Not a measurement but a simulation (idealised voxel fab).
The following process module bears the name voxel double patterning.
Square cell edge 5 nm, section width 295 nm, ID cut.
Cross-section = grid of square cells, listed top down in bands; band = one or more rows.
Look at the band entry: it leads with the top's height and the bottom's height in nm. Then it lists the materials left to right, with a width in nm for each. The word "throughout" on a single material says that material fills the band edge to edge. The word "empty" is empty space.
Measure heights from 0. That's the level where, below it, the as-received wafer is all one material. The lowest band is bottomless and extends downward; write it as in "from 0 down".
Quick explanation for "30 to 40": the width changes in equal steps down the rows of cells, from the first number in the band's top row to the second number in its bottom row.
The cross-section has no changed cell in any step marked "no change occurred".
"Sealed voids": sealed empty spaces, 8 cells or more, no open way to top, listed width x height at distance, with distance from the left edge and width, height and distance in nm.
What comes after the settings on a step's line is commentary from the simulator itself on that step.
You can add "overlay nm" to a step's line. For a step with a mask, it describes how far the mask lay to the right of its planned position, and a negative number describes a lay to the left.

**Process steps - plan**
1) RECEIVE, material Si
2) CONFORMAL_DEP, material SiO2, thk nm 10
3) DIRECTIONAL_DEP, material W, thk nm 10
4) DIRECTIONAL_DEP, material SiN, thk nm 5
5) MASKED_ETCH, tone open, mask id FIRST, width nm 15, pitch nm 50, etch materials SiN, depth nm 5, overlay nm 0
6) DIRECTIONAL_DEP, material aC, thk nm 10
7) PATTERN, tone open, mask id SECOND, material resist, width nm 15, pitch nm 50, thk nm 25, overlay nm 0
8) DIRECTIONAL_ETCH, etch materials aC, depth nm 10
9) STRIP, etch materials resist
10) DIRECTIONAL_ETCH, etch materials SiN, depth nm 5
11) STRIP, etch materials aC
12) DIRECTIONAL_ETCH, etch materials W, depth nm 10
13) STRIP, etch materials SiN

**Received-state cross-section, reflecting completion of step 1**
    from 0 down | Si throughout
    Sealed voids: none

**As-planned run: cross-section of the first of two wafers at end of module**
    from 20 to 10 | W (90) / empty (15) / W (10) / empty (15) / W (10) / empty (15) / W (10) / empty (15) / W (10) / empty (15) / W (90)
    from 10 to 0 | SiO2 throughout
    from 0 down | Si throughout
    Sealed voids: none

**Here is the second of the two wafers cut open at the end of the module - same start, same plan as the first one, but we made one mistake running it**
    from 10 to 0 | W (90) / empty (15) / W (10) / empty (15) / W (10) / empty (15) / W (10) / empty (15) / W (10) / empty (15) / W (90)
    from 0 down | Si throughout
    Sealed voids: none
So what did we get wrong on this run? step 2 of the plan was jumped over and never run
End of process, cell counts, second wafer against first, materials with more or fewer: 118 fewer of SiO2
